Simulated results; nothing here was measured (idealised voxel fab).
This section sets out a process module, namely voxel transistor to metal.
Cross-section cut spans 145 nm and uses square cells 5 nm in size.
Just so we're on the same page, the cross-sections are grids of square cells, and they're listed out in bands top to bottom, each band one or more rows deep.
The band entry comprises the height of the band's top followed by the height of its bottom, expressed in nm, and subsequently the band's materials from left to right, each stated together with its width in nm. Where a single material is marked with the word "throughout", that material fills the band from edge to edge. The word "air" represents empty space.
Note: height 0 marks the level under which the wafer is uniformly one material as received. Lowest band unbounded below, written "z 0 and below".
The width entry "30..40" should be interpreted row by row: the top row of cells in the band takes the first number, the bottom row takes the second number, and the change between adjacent rows is uniform throughout.
Any step labelled "all unchanged" changed none of the cells in the cross-section.
Under "Voids, enclosed" you'll find the enclosed gaps, the ones with no way out to the top, that are 8 cells or bigger; each reads width x height at distance, with distance counted from the left edge, everything in nm.
It should be noted that, on the line of a given step, the content following the step's settings is a remark produced by the simulator itself with respect to that step.
overlay nm: where the mask lay relative to plan, measured to the right, on steps with a mask; negatives go left.

### List of planned process steps
1,RECEIVE | material Si
2,CONFORMAL_DEP | material SiO2 | thk nm 5
3,CONFORMAL_DEP | material SiN | thk nm 15
4,DIRECTIONAL_DEP | material aC | thk nm 15
5,PATTERN | tone cover | mask id ACTIVE | material resist | width nm 95 | thk nm 30 | overlay nm 0
6,DIRECTIONAL_ETCH | etch materials aC | depth nm 15
7,STRIP | etch materials resist
8,DIRECTIONAL_ETCH | etch materials SiN | depth nm 15
9,DIRECTIONAL_ETCH | etch materials SiO2 | depth nm 5
10,DIRECTIONAL_ETCH | etch materials Si | depth nm 35
11,STRIP | etch materials aC
12,OXIDIZE | depth nm 5
13,FILL_DEP | material SiO2 | thk nm 10
14,CMP | height nm 20
15,SELECTIVE_ETCH | etch materials SiO2 | depth nm 10
16,STRIP | etch materials SiN
17,SELECTIVE_ETCH | etch materials SiO2 | depth nm 5
18,OXIDIZE | depth nm 5
19,DIRECTIONAL_DEP | material polySi | thk nm 30
20,DIRECTIONAL_DEP | material SiCN | thk nm 10
21,DIRECTIONAL_DEP | material aC | thk nm 15
22,PATTERN | tone cover | mask id GATE | material resist | width nm 25 | thk nm 35 | overlay nm 0
23,DIRECTIONAL_ETCH | etch materials aC | depth nm 15
24,STRIP | etch materials resist
25,DIRECTIONAL_ETCH | etch materials SiCN | depth nm 20
26,DIRECTIONAL_ETCH | etch materials polySi | depth nm 40
27,STRIP | etch materials aC
28,CONFORMAL_DEP | material SiN | thk nm 5
29,DIRECTIONAL_ETCH | etch materials SiN | depth nm 5
30,DIRECTIONAL_ETCH | etch materials SiO2 | depth nm 5
31,DIRECTIONAL_ETCH | etch materials Si | depth nm 15
32,EPI | material SiGe | thk nm 20
33,FILL_DEP | material SiO2 | thk nm 5
34,CMP | height nm 30
35,STRIP | etch materials polySi
36,SELECTIVE_ETCH | etch materials SiO2 | depth nm 5
37,CONFORMAL_DEP | material HfO2 | thk nm 5
38,CONFORMAL_DEP | material TiN | thk nm 5
39,FILL_DEP | material W | thk nm 10
40,CMP | height nm 25
41,DIRECTIONAL_DEP | material SiO2 | thk nm 10
42,MASKED_ETCH | tone open | mask id CONTACT | width nm 15 | pitch nm 70 | etch materials SiO2 | depth nm 35 | overlay nm 0
43,CONFORMAL_DEP | material TiN | thk nm 5
44,FILL_DEP | material Ru | thk nm 10
45,CMP | height nm 35
46,CONFORMAL_DEP | material SiCN | thk nm 5
47,DIRECTIONAL_DEP | material SiO2 | thk nm 20
48,MASKED_ETCH | tone open | mask id METAL_1 | width nm 15 | pitch nm 70 | etch materials SiO2 | depth nm 20 | overlay nm 0
49,MASKED_ETCH | tone open | mask id METAL_1 | width nm 15 | pitch nm 70 | etch materials SiCN | depth nm 5 | overlay nm 0
50,CONFORMAL_DEP | material TiN | thk nm 5
51,FILL_DEP | material W | thk nm 5
52,CMP | height nm 60
53,EPI | material Ru | thk nm 5
54,FILL_DEP | material SiCN | thk nm 5

### Cross-section: wafer on arrival = after step 1
z 0 and below | Si throughout
Voids, enclosed: none

### Looking at the first of two wafers in cross-section at end of module - ran to plan
z 70 to 65 | SiCN throughout
z 65 to 60 | 25 of SiCN | 25 of Ru | 45 of SiCN | 25 of Ru | 25 of SiCN
z 60 to 40 | 30 of SiO2 | 5 of TiN | 5 of W | 5 of TiN | 55 of SiO2 | 5 of TiN | 5 of W | 5 of TiN | 30 of SiO2
z 40 to 35 | 30 of SiCN | 15 of TiN | 55 of SiCN | 15 of TiN | 30 of SiCN
z 35 to 25 | 30 of SiO2 | 5 of TiN | 5 of Ru | 5 of TiN | 55 of SiO2 | 5 of TiN | 5 of Ru | 5 of TiN | 30 of SiO2
z 25 to 20 | 30 of SiO2 | 5 of TiN | 5 of Ru | 5 of TiN | 10 of SiO2 | 5 of SiN | 5 of HfO2 | 5 of TiN | 5 of W | 5 of TiN | 5 of HfO2 | 5 of SiN | 10 of SiO2 | 5 of TiN | 5 of Ru | 5 of TiN | 30 of SiO2
z 20 to 15 | 30 of SiO2 | 15 of TiN | 10 of SiO2 | 5 of SiN | 5 of HfO2 | 5 of TiN | 5 of W | 5 of TiN | 5 of HfO2 | 5 of SiN | 10 of SiO2 | 15 of TiN | 30 of SiO2
z 15 to 5 | 30 of SiO2 | 5 of TiN | 20 of SiGe | 5 of SiN | 5 of HfO2 | 5 of TiN | 5 of W | 5 of TiN | 5 of HfO2 | 5 of SiN | 20 of SiGe | 5 of TiN | 30 of SiO2
z 5 to 0 | 20 of SiO2 | 5 of SiN | 5 of SiO2 | 5 of TiN | 20 of SiGe | 5 of SiN | 5 of HfO2 | 15 of TiN | 5 of HfO2 | 5 of SiN | 20 of SiGe | 5 of TiN | 5 of SiO2 | 5 of SiN | 20 of SiO2
z 0 to -5 | 25 of SiO2 | 30 of SiGe | 35 of HfO2 | 30 of SiGe | 25 of SiO2
z -5 to -20 | 30 of SiO2 | 25 of SiGe | 35 of Si | 25 of SiGe | 30 of SiO2
z -20 to -40 | 30 of SiO2 | 85 of Si | 30 of SiO2
z -40 and below | Si throughout
Voids, enclosed: none

### Cross-sectional image of the second wafer of the two following completion of the module. Starting state and process plan were the same as for the first wafer; one execution error occurred
z 70 to 65 | SiCN throughout
z 65 to 60 | 25 of SiCN | 25 of Ru | 45 of SiCN | 25 of Ru | 25 of SiCN
z 60 to 40 | 30 of SiO2 | 5 of TiN | 5 of W | 5 of TiN | 55 of SiO2 | 5 of TiN | 5 of W | 5 of TiN | 30 of SiO2
z 40 to 35 | 30 of SiCN | 15 of TiN | 55 of SiCN | 15 of TiN | 30 of SiCN
z 35 to 30 | 30 of SiO2 | 5 of TiN | 5 of Ru | 5 of TiN | 55 of SiO2 | 5 of TiN | 5 of Ru | 5 of TiN | 30 of SiO2
z 30 to 25 | 30 of SiO2 | 15 of TiN | 55 of SiO2 | 15 of TiN | 30 of SiO2
z 25 to 20 | 15 of SiO2 | 40 of SiGe | 5 of SiN | 5 of HfO2 | 5 of TiN | 5 of W | 5 of TiN | 5 of HfO2 | 5 of SiN | 40 of SiGe | 15 of SiO2
z 20 to 5 | 10 of SiO2 | 45 of SiGe | 5 of SiN | 5 of HfO2 | 5 of TiN | 5 of W | 5 of TiN | 5 of HfO2 | 5 of SiN | 45 of SiGe | 10 of SiO2
z 5 to 0 | 10 of SiO2 | 10 of SiGe | 5 of SiN | 30 of SiGe | 5 of SiN | 5 of HfO2 | 15 of TiN | 5 of HfO2 | 5 of SiN | 30 of SiGe | 5 of SiN | 10 of SiGe | 10 of SiO2
z 0 to -5 | 25 of SiO2 | 30 of SiGe | 35 of HfO2 | 30 of SiGe | 25 of SiO2
z -5 to -20 | 30 of SiO2 | 25 of SiGe | 35 of Si | 25 of SiGe | 30 of SiO2
z -20 to -40 | 30 of SiO2 | 85 of Si | 30 of SiO2
z -40 and below | Si throughout
Voids, enclosed: none
The plan and the run diverged here: in the plan, step 32 was performed twice
At the finish, the second wafer shows more or fewer cells for some materials than the first does: Ru: 4 fewer, SiGe: 62 more, SiO2: 44 fewer, TiN: 14 fewer
